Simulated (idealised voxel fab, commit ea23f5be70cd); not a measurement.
The document below concerns the process module designated voxel lift off.
The cross-section shown here is cut; it is 190 nm wide and divided into square cells measuring 5 nm on a side.
Think of the cross-section as a grid of square cells. We describe it in bands, top to bottom, and each band covers one or more rows of those cells.
First you get the band's top height and its bottom height, in nm, and then the materials it's made of, left to right, with each width in nm. If you see a single material with "everywhere", that one covers the band edge to edge. "blank" is empty space.
Heights are reckoned from 0. Under this level, the received wafer is all of one material. The bottommost band is open-ended downward, for example "0 and below".
You'd read "30 to 40" like this: the band's top row of cells is as wide as the first number, its bottom row is as wide as the second, and going down, every row changes width by the same amount as the row before did.
What does "nothing was modified" mean for a step? It means no cell of the cross-section changed in that step.
Listed in "Enclosed void catalog": every empty space of 8 or more cells without an open way to the top. Form: width x height at distance, the distance being from the left edge, all in nm.
On each step's line, the part that comes after the settings is the simulator's own comment on the step.
What "overlay nm" on a step's line means: if the step has a mask, that mask lay this far to the right of its planned place, or, when the value is negative, to the left.
# Set out below are the planned steps of the process
1: RECEIVE,material Si
2: CONFORMAL_DEP,material Al2O3,thk nm 5
3: PATTERN,tone open,mask id LINES,material resist,width nm 30,pitch nm 60,thk nm 20,overlay nm 0
4: DIRECTIONAL_DEP,material Ru,thk nm 5
5: STRIP,etch materials resist
6: CONFORMAL_DEP,material SiCN,thk nm 10
# As-received wafer cross-section (after step 1)
	0 and below: Si everywhere
	Enclosed void catalog: none
# Module complete, cross-section. Starting point and plan per above. One mistake made in running the module
	20 down to 15: SiCN: 60, then blank: 10, then SiCN: 50, then blank: 10, then SiCN: 60
	15 down to 10: SiCN everywhere
	10 down to 5: Ru: 50, then SiCN: 30, then Ru: 30, then SiCN: 30, then Ru: 50
	5 down to 0: Al2O3 everywhere
	0 and below: Si everywhere
	Enclosed void catalog: none
What went wrong in running the wafer? note that step 3 departed from the planned setting and was carried out as PATTERN,tone cover,mask id LINES,material resist,width nm 30,pitch nm 60,thk nm 20,overlay nm 0
